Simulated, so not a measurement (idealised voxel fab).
This is a process module. Its name is voxel transistor to metal.
The cross-section on display is named cut; it measures 170 nm wide, and its cells are 5 nm squares.
Just so we're on the same page, the cross-sections are grids of square cells, and they're listed out in bands top to bottom, each band one or more rows deep. Top height, bottom height, nm. Materials left to right, width each, nm. Single material + "everywhere" = fills band edge to edge. "blank" = empty. Counting heights begins at 0, where everything beneath is, in the wafer as received, one material. The lowest band has no bottom; it goes on downwards, as "from 0 down" shows. The two numbers in a width such as "30->40" mark its ends across the band: the first belongs to the top row of cells, the second to the bottom row, and from each row to the next the width moves by the same amount. "same as before", as given for a step, is the statement that not any cell of the cross-section underwent a change during that step. The entry "Sealed void listing" lists the empty spaces that cover at least 8 cells and have no open path to the top. Each is written as width x height at distance, where the distance is measured from the left edge and all three values are in nm. Whatever follows a step's settings on its line is a remark the simulator itself makes about that step. For masked steps, "overlay nm" on the step line gives how far right of plan the mask actually lay; a minus sign means it lay to the left.
# The planned process steps are enumerated hereunder
| 1 | RECEIVE (material Si) |
| 2 | CONFORMAL_DEP (material SiO2; thk nm 5) |
| 3 | CONFORMAL_DEP (material SiN; thk nm 15) |
| 4 | PATTERN (tone cover; mask id ACTIVE; material resist; width nm 85; thk nm 20; overlay nm 0) |
| 5 | DIRECTIONAL_ETCH (etch materials SiN; depth nm 15) |
| 6 | DIRECTIONAL_ETCH (etch materials SiO2; depth nm 5) |
| 7 | DIRECTIONAL_ETCH (etch materials Si; depth nm 25) |
| 8 | STRIP (etch materials resist) |
| 9 | OXIDIZE (depth nm 5) |
| 10 | FILL_DEP (material SiO2; thk nm 5) |
| 11 | CMP (height nm 20) |
| 12 | SELECTIVE_ETCH (etch materials SiO2; depth nm 5) |
| 13 | STRIP (etch materials SiN) |
| 14 | SELECTIVE_ETCH (etch materials SiO2; depth nm 5) |
| 15 | OXIDIZE (depth nm 5) |
| 16 | DIRECTIONAL_DEP (material polySi; thk nm 25) |
| 17 | DIRECTIONAL_DEP (material SiCN; thk nm 15) |
| 18 | PATTERN (tone cover; mask id GATE; material resist; width nm 15; thk nm 20; overlay nm 0) |
| 19 | DIRECTIONAL_ETCH (etch materials SiCN; depth nm 25) |
| 20 | DIRECTIONAL_ETCH (etch materials polySi; depth nm 35) |
| 21 | STRIP (etch materials resist) |
| 22 | CONFORMAL_DEP (material SiN; thk nm 10) |
| 23 | DIRECTIONAL_ETCH (etch materials SiN; depth nm 10) |
| 24 | DIRECTIONAL_ETCH (etch materials SiO2; depth nm 5) |
| 25 | DIRECTIONAL_ETCH (etch materials Si; depth nm 15) |
| 26 | EPI (material nSi; thk nm 15) |
| 27 | FILL_DEP (material SiO2; thk nm 5) |
| 28 | CMP (height nm 40) |
| 29 | DIRECTIONAL_DEP (material SiO2; thk nm 15) |
| 30 | MASKED_ETCH (tone open; mask id CONTACT; width nm 15; pitch nm 60; etch materials SiO2; depth nm 60; overlay nm 0) |
| 31 | CONFORMAL_DEP (material TiN; thk nm 5) |
| 32 | FILL_DEP (material Ru; thk nm 5) |
| 33 | CMP (height nm 55) |
| 34 | DIRECTIONAL_DEP (material TiN; thk nm 5) |
| 35 | DIRECTIONAL_DEP (material Ru; thk nm 15) |
| 36 | MASKED_ETCH (tone cover; mask id METAL_1; width nm 15; pitch nm 60; etch materials Ru; depth nm 15; overlay nm 0) |
| 37 | MASKED_ETCH (tone cover; mask id METAL_1; width nm 15; pitch nm 60; etch materials TiN; depth nm 5; overlay nm 0) |
| 38 | FILL_DEP (material lowk; thk nm 10) |
| 39 | CMP (height nm 75) |
| 40 | CONFORMAL_DEP (material SiCN; thk nm 5) |
| 41 | DIRECTIONAL_DEP (material SiO2; thk nm 25) |
| 42 | PATTERN (tone open; mask id METAL_2; material resist; width nm 15; pitch nm 60; thk nm 15; overlay nm 0) |
| 43 | DIRECTIONAL_ETCH (etch materials SiO2; depth nm 15) |
| 44 | STRIP (etch materials resist) |
| 45 | DIRECTIONAL_DEP (material aC; thk nm 15) |
| 46 | PATTERN (tone open; mask id METAL_2_HOLES; material resist; width nm 15; pitch nm 60; thk nm 35; overlay nm 0) |
| 47 | DIRECTIONAL_ETCH (etch materials aC; depth nm 15) |
| 48 | STRIP (etch materials resist) |
| 49 | DIRECTIONAL_ETCH (etch materials SiO2; depth nm 10) |
| 50 | DIRECTIONAL_ETCH (etch materials SiCN; depth nm 5) |
| 51 | STRIP (etch materials aC) |
| 52 | CONFORMAL_DEP (material TiN; thk nm 5) |
| 53 | FILL_DEP (material Ru; thk nm 5) |
| 54 | CMP (height nm 105) |
| 55 | CONFORMAL_DEP (material SiCN; thk nm 5) |
# The cross-section here shows the wafer as received, i.e. in its state after step 1
    from 0 down | Si everywhere
    Sealed void listing: none
# Cross-section taken at module completion on the first of two wafers; processed per the plan
    from 110 to 105 | SiCN everywhere
    from 105 to 80 | 45 SiO2; 5 TiN; 5 Ru; 5 TiN; 45 SiO2; 5 TiN; 5 Ru; 5 TiN; 50 SiO2
    from 80 to 75 | 45 SiCN; 15 TiN; 45 SiCN; 15 TiN; 50 SiCN
    from 75 to 60 | 45 lowk; 15 Ru; 45 lowk; 15 Ru; 50 lowk
    from 60 to 55 | 45 lowk; 15 TiN; 45 lowk; 15 TiN; 50 lowk
    from 55 to 40 | 45 SiO2; 5 TiN; 5 Ru; 5 TiN; 45 SiO2; 5 TiN; 5 Ru; 5 TiN; 50 SiO2
    from 40 to 25 | 45 SiO2; 5 TiN; 5 Ru; 5 TiN; 5 SiO2; 10 SiN; 15 SiCN; 10 SiN; 5 SiO2; 5 TiN; 5 Ru; 5 TiN; 50 SiO2
    from 25 to 15 | 45 SiO2; 5 TiN; 5 Ru; 5 TiN; 5 SiO2; 10 SiN; 15 polySi; 10 SiN; 5 SiO2; 5 TiN; 5 Ru; 5 TiN; 50 SiO2
    from 15 to 10 | 45 SiO2; 15 TiN; 5 SiO2; 10 SiN; 15 polySi; 10 SiN; 5 SiO2; 15 TiN; 50 SiO2
    from 10 to 0 | 35 SiO2; 10 SiN; 5 TiN; 15 nSi; 10 SiN; 15 polySi; 10 SiN; 15 nSi; 5 TiN; 10 SiN; 40 SiO2
    from 0 to -5 | 45 SiO2; 5 TiN; 15 nSi; 35 SiO2; 15 nSi; 5 TiN; 50 SiO2
    from -5 to -20 | 45 SiO2; 20 nSi; 35 Si; 20 nSi; 50 SiO2
    from -20 to -30 | 45 SiO2; 75 Si; 50 SiO2
    from -30 down | Si everywhere
    Sealed void listing: none
# Second wafer cross-section at end of module - shared start and plan with the first, one mistake in the run
    from 110 to 105 | SiCN everywhere
    from 105 to 80 | 45 SiO2; 5 TiN; 5 Ru; 5 TiN; 45 SiO2; 5 TiN; 5 Ru; 5 TiN; 50 SiO2
    from 80 to 75 | 45 SiCN; 15 TiN; 45 SiCN; 15 TiN; 50 SiCN
    from 75 to 60 | 45 lowk; 15 Ru; 45 lowk; 15 Ru; 50 lowk
    from 60 to 55 | 45 lowk; 15 TiN; 45 lowk; 15 TiN; 50 lowk
    from 55 to 50 | Ru everywhere
    from 50 to 45 | 50 TiN; 5 Ru; 55 TiN; 5 Ru; 55 TiN
    from 45 to 30 | 45 SiO2; 5 TiN; 5 Ru; 5 TiN; 45 SiO2; 5 TiN; 5 Ru; 5 TiN; 50 SiO2
    from 30 to 25 | 45 SiO2; 5 TiN; 5 Ru; 5 TiN; 5 SiO2; 10 SiN; 15 SiCN; 10 SiN; 5 SiO2; 5 TiN; 5 Ru; 5 TiN; 50 SiO2
    from 25 to 15 | 45 SiO2; 5 TiN; 5 Ru; 5 TiN; 5 SiO2; 10 SiN; 15 polySi; 10 SiN; 5 SiO2; 5 TiN; 5 Ru; 5 TiN; 50 SiO2
    from 15 to 10 | 45 SiO2; 15 TiN; 5 SiO2; 10 SiN; 15 polySi; 10 SiN; 5 SiO2; 15 TiN; 50 SiO2
    from 10 to 0 | 35 SiO2; 10 SiN; 5 TiN; 15 nSi; 10 SiN; 15 polySi; 10 SiN; 15 nSi; 5 TiN; 10 SiN; 40 SiO2
    from 0 to -5 | 45 SiO2; 5 TiN; 15 nSi; 35 SiO2; 15 nSi; 5 TiN; 50 SiO2
    from -5 to -20 | 45 SiO2; 20 nSi; 35 Si; 20 nSi; 50 SiO2
    from -20 to -30 | 45 SiO2; 75 Si; 50 SiO2
    from -30 down | Si everywhere
    Sealed void listing: none
Misprocessing identified: step 28, actual vs plan mismatch, actual run CMP (height nm 30)
Count the cells at the end and the second wafer has more or fewer of some materials than the first: Ru +32, SiCN -6, SiN -8, SiO2 -42, TiN +24
